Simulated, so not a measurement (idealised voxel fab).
This is a process module. Its name is voxel ribs on slabs.
Xsec cut, 235 nm wide, square cell size 5 nm.
If you're reading a cross-section in this doc, picture square cells in a grid; it comes to you as bands, top ones listed first down to the bottom, and a band can be one or more rows of cells.
This entry defines a band. It first specifies the height of the band's top and the height of its bottom in nm, and then specifies the band's materials from left to right, stating each material with its width in nm. The word "throughout" identifies a single material that fills the band from edge to edge, while the word "blank" identifies empty space.
Beneath 0, the wafer as received is one material, and that level is where height counting begins. The lowest band goes on downward without a bottom; it is written like "z 0 and below".
You'd read "30 to 40" like this: the band's top row of cells is as wide as the first number, its bottom row is as wide as the second, and going down, every row changes width by the same amount as the row before did.
For the purposes of this document, the phrase "nothing got changed" attached to a step denotes that no cell within the cross-section was modified by that step.
Reported under the label "Unvented cavities" are the empty spaces having no open way to the top and comprising 8 cells or more; the notation for each is width x height at distance, in which the distance is measured from the left edge and all three values are in nm.
Past the settings on a step's line: simulator remark, on that step.
The setting "overlay nm" may be written on the line of a step. When the step uses a mask, the value reports how far to the right of the planned place the mask lay, and a negative value reports that it lay to the left.
PLANNED PROCESS STEPS
step 1: RECEIVE,material Si
step 2: DIRECTIONAL_DEP,material SiO2,thk nm 30
step 3: DIRECTIONAL_DEP,material polySi,thk nm 15
step 4: MASKED_ETCH,tone cover,mask id RIB,width nm 30,etch materials polySi,depth nm 10,overlay nm 0
step 5: PATTERN,tone cover,mask id SLAB,material resist,width nm 90,thk nm 15,overlay nm 0
step 6: DIRECTIONAL_ETCH,etch materials polySi,depth nm 5
step 7: STRIP,etch materials resist
step 8: FILL_DEP,material SiO2,thk nm 15
step 9: CMP,height nm 55
step 10: DIRECTIONAL_DEP,material TiN,thk nm 5
step 11: DIRECTIONAL_DEP,material aC,thk nm 10
step 12: PATTERN,tone cover,mask id HEATER,material resist,width nm 40,thk nm 25,overlay nm 0
step 13: DIRECTIONAL_ETCH,etch materials aC,depth nm 10
step 14: STRIP,etch materials resist
step 15: DIRECTIONAL_ETCH,etch materials TiN,depth nm 5
step 16: STRIP,etch materials aC
step 17: CONFORMAL_DEP,material SiN,thk nm 10
AS-RECEIVED WAFER CROSS-SECTION (AFTER STEP 1)
* z 0 and below | Si throughout
* Unvented cavities: none
THE FOLLOWING CROSS-SECTION DEPICTS THE WAFER UPON CONCLUSION OF THE MODULE. PROCESSING COMMENCED FROM THE STARTING CONDITION ILLUSTRATED ABOVE AND ADHERED TO THE PLAN ILLUSTRATED ABOVE, SAVE FOR ONE MISTAKE IN EXECUTION
* z 70 to 65 | blank 85 | SiN 60 | blank 90
* z 65 to 60 | SiN throughout
* z 60 to 55 | SiN 95 | TiN 40 | SiN 100
* z 55 to 45 | SiO2 throughout
* z 45 to 40 | SiO2 70 | polySi 30 | SiO2 30 | polySi 30 | SiO2 75
* z 40 to 35 | polySi 100 | SiO2 30 | polySi 105
* z 35 to 30 | polySi throughout
* z 30 to 0 | SiO2 throughout
* z 0 and below | Si throughout
* Unvented cavities: none
What broke from the plan during processing? step 4 ran as: MASKED_ETCH,tone open,mask id RIB,width nm 30,etch materials polySi,depth nm 10,overlay nm 0
